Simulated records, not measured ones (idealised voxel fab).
Documented hereafter: the process module known as voxel transistor to metal.
The cross-section shown here is cut; it is 180 nm wide and divided into square cells measuring 5 nm on a side.
Each cross-section below is a grid of square cells, stated as bands in top-down order, with one or more rows of cells making up each band. Top, bottom (nm), then materials left to right with widths (nm); lone material tagged "all across" fills the whole band edge to edge; "empty" = empty space. Height is counted from the level 0, under which the received wafer is composed throughout of one material. The lowest of the bands is not closed at the bottom but continues downward, in the notation "0 -> down". Width: "30->40" (first number = top row, second number = bottom row, same change from row to row of cells). For the purposes of this document, the phrase "changes: none" attached to a step denotes that no cell within the cross-section was modified by that step. "Trapped void list": sealed empty spaces, 8 cells or more, no open way to top, listed width x height at distance, with distance from the left edge and width, height and distance in nm. That trailing text on a step's line, after the settings, is the simulator's own remark on the step. Among the settings permitted on a step's line is "overlay nm"; applied to a step with a mask, it specifies the extent to which the mask lay to the right of its planned position, whereas a negative figure signifies a position to the left.
List of planned process steps:
- 1: RECEIVE: material Si
- 2: CONFORMAL_DEP: material SiO2, thk nm 5
- 3: CONFORMAL_DEP: material SiN, thk nm 10
- 4: PATTERN: tone cover, mask id ACTIVE, material resist, width nm 105, thk nm 20, overlay nm 0
- 5: DIRECTIONAL_ETCH: etch materials SiN, depth nm 10
- 6: DIRECTIONAL_ETCH: etch materials SiO2, depth nm 5
- 7: DIRECTIONAL_ETCH: etch materials Si, depth nm 35
- 8: STRIP: etch materials resist
- 9: OXIDIZE: depth nm 5
- 10: FILL_DEP: material SiO2, thk nm 5
- 11: CMP: height nm 15
- 12: SELECTIVE_ETCH: etch materials SiO2, depth nm 10
- 13: STRIP: etch materials SiN
- 14: SELECTIVE_ETCH: etch materials SiO2, depth nm 5
- 15: OXIDIZE: depth nm 5
- 16: DIRECTIONAL_DEP: material polySi, thk nm 20
- 17: DIRECTIONAL_DEP: material SiCN, thk nm 10
- 18: PATTERN: tone cover, mask id GATE, material resist, width nm 25, thk nm 20, overlay nm 0
- 19: DIRECTIONAL_ETCH: etch materials SiCN, depth nm 20
- 20: DIRECTIONAL_ETCH: etch materials polySi, depth nm 30
- 21: STRIP: etch materials resist
- 22: CONFORMAL_DEP: material SiN, thk nm 10
- 23: DIRECTIONAL_ETCH: etch materials SiN, depth nm 10
- 24: DIRECTIONAL_ETCH: etch materials SiO2, depth nm 5
- 25: DIRECTIONAL_ETCH: etch materials Si, depth nm 15
- 26: EPI: material pSi, thk nm 15
- 27: FILL_DEP: material SiO2, thk nm 5
- 28: CMP: height nm 20
- 29: STRIP: etch materials polySi
- 30: SELECTIVE_ETCH: etch materials SiO2, depth nm 5
- 31: CONFORMAL_DEP: material HfO2, thk nm 5
- 32: CONFORMAL_DEP: material TiN, thk nm 5
- 33: FILL_DEP: material W, thk nm 5
- 34: CMP: height nm 15
- 35: DIRECTIONAL_DEP: material SiO2, thk nm 15
- 36: DIRECTIONAL_DEP: material aC, thk nm 10
- 37: PATTERN: tone open, mask id CONTACT, material resist, width nm 15, pitch nm 70, thk nm 30, overlay nm 0
- 38: DIRECTIONAL_ETCH: etch materials aC, depth nm 10
- 39: STRIP: etch materials resist
- 40: DIRECTIONAL_ETCH: etch materials SiO2, depth nm 35
- 41: STRIP: etch materials aC
- 42: CONFORMAL_DEP: material TiN, thk nm 5
- 43: FILL_DEP: material W, thk nm 10
- 44: CMP: height nm 30
- 45: CONFORMAL_DEP: material SiCN, thk nm 5
- 46: DIRECTIONAL_DEP: material SiO2, thk nm 15
- 47: DIRECTIONAL_DEP: material aC, thk nm 15
- 48: PATTERN: tone open, mask id METAL_1, material resist, width nm 15, pitch nm 70, thk nm 30, overlay nm 0
- 49: DIRECTIONAL_ETCH: etch materials aC, depth nm 15
- 50: STRIP: etch materials resist
- 51: DIRECTIONAL_ETCH: etch materials SiO2, depth nm 15
- 52: DIRECTIONAL_ETCH: etch materials SiCN, depth nm 5
- 53: STRIP: etch materials aC
- 54: CONFORMAL_DEP: material TiN, thk nm 5
- 55: FILL_DEP: material Cu, thk nm 10
- 56: CMP: height nm 50
- 57: CONFORMAL_DEP: material SiCN, thk nm 5
- 58: DIRECTIONAL_DEP: material SiO2, thk nm 30
- 59: DIRECTIONAL_DEP: material aC, thk nm 15
- 60: PATTERN: tone open, mask id METAL_2, material resist, width nm 15, pitch nm 70, thk nm 35, overlay nm 0
- 61: DIRECTIONAL_ETCH: etch materials aC, depth nm 15
- 62: STRIP: etch materials resist
- 63: DIRECTIONAL_ETCH: etch materials SiO2, depth nm 20
- 64: STRIP: etch materials aC
- 65: DIRECTIONAL_DEP: material aC, thk nm 15
- 66: PATTERN: tone open, mask id METAL_2_HOLES, material resist, width nm 15, pitch nm 70, thk nm 35, overlay nm 0
- 67: DIRECTIONAL_ETCH: etch materials aC, depth nm 15
- 68: STRIP: etch materials resist
- 69: DIRECTIONAL_ETCH: etch materials SiO2, depth nm 10
- 70: DIRECTIONAL_ETCH: etch materials SiCN, depth nm 5
- 71: STRIP: etch materials aC
- 72: CONFORMAL_DEP: material TiN, thk nm 5
- 73: FILL_DEP: material Cu, thk nm 10
- 74: CMP: height nm 85
- 75: CONFORMAL_DEP: material SiN, thk nm 5
Wafer cross-section on receipt, i.e. after step 1:
- 0 -> down: Si all across
- Trapped void list: none
End-of-module cross-section of the first of two wafers, processed as planned:
- 90 -> 85: SiN all across
- 85 -> 55: SiO2 (45), TiN (5), Cu (5), TiN (5), SiO2 (55), TiN (5), Cu (5), TiN (5), SiO2 (50)
- 55 -> 50: SiCN (45), TiN (15), SiCN (55), TiN (15), SiCN (50)
- 50 -> 35: SiO2 (45), TiN (5), Cu (5), TiN (5), SiO2 (55), TiN (5), Cu (5), TiN (5), SiO2 (50)
- 35 -> 30: SiCN (45), TiN (15), SiCN (55), TiN (15), SiCN (50)
- 30 -> 15: SiO2 (45), TiN (5), W (5), TiN (5), SiO2 (55), TiN (5), W (5), TiN (5), SiO2 (50)
- 15 -> 10: SiO2 (45), TiN (15), SiO2 (5), SiN (10), HfO2 (5), TiN (5), W (5), TiN (5), HfO2 (5), SiN (10), SiO2 (5), TiN (15), SiO2 (50)
- 10 -> 5: SiO2 (45), TiN (5), pSi (15), SiN (10), HfO2 (5), TiN (5), W (5), TiN (5), HfO2 (5), SiN (10), pSi (15), TiN (5), SiO2 (50)
- 5 -> 0: SiO2 (45), TiN (5), pSi (15), SiN (10), HfO2 (5), TiN (15), HfO2 (5), SiN (10), pSi (15), TiN (5), SiO2 (50)
- 0 -> -5: SiO2 (45), TiN (5), pSi (15), SiO2 (5), HfO2 (35), SiO2 (5), pSi (15), TiN (5), SiO2 (50)
- -5 -> -20: SiO2 (40), pSi (25), Si (45), pSi (25), SiO2 (45)
- -20 -> -40: SiO2 (40), Si (95), SiO2 (45)
- -40 -> down: Si all across
- Trapped void list: none
Wafer two, end of module, cross-section. Same start, same plan as wafer one. One mistake in the run:
- 90 -> 85: SiN all across
- 85 -> 55: SiO2 (45), TiN (5), Cu (5), TiN (5), SiO2 (55), TiN (5), Cu (5), TiN (5), SiO2 (50)
- 55 -> 50: SiCN (45), TiN (15), SiCN (55), TiN (15), SiCN (50)
- 50 -> 35: SiO2 (45), TiN (5), Cu (5), TiN (5), SiO2 (55), TiN (5), Cu (5), TiN (5), SiO2 (50)
- 35 -> 30: SiCN (45), TiN (15), SiCN (55), TiN (15), SiCN (50)
- 30 -> 20: SiO2 (45), TiN (5), W (5), TiN (5), SiO2 (55), TiN (5), W (5), TiN (5), SiO2 (50)
- 20 -> 15: SiO2 (45), TiN (15), SiO2 (55), TiN (15), SiO2 (50)
- 15 -> 5: SiO2 (35->25), pSi (30->40), SiN (10), HfO2 (5), TiN (5), W (5), TiN (5), HfO2 (5), SiN (10), pSi (30->40), SiO2 (40->30)
- 5 -> 0: SiO2 (25), pSi (40), SiN (10), HfO2 (5), TiN (15), HfO2 (5), SiN (10), pSi (40), SiO2 (30)
- 0 -> -5: SiO2 (25), pSi (40), SiO2 (5), HfO2 (35), SiO2 (5), pSi (40), SiO2 (30)
- -5 -> -20: SiO2 (40), pSi (25), Si (45), pSi (25), SiO2 (45)
- -20 -> -40: SiO2 (40), Si (95), SiO2 (45)
- -40 -> down: Si all across
- Trapped void list: none
what went wrong: the plan had its step 26 run twice
The final cell counts differ between the wafers, with the second having more or fewer of some materials than the first: SiO2: 30 fewer; TiN: 10 fewer; W: 2 fewer; pSi: 42 more
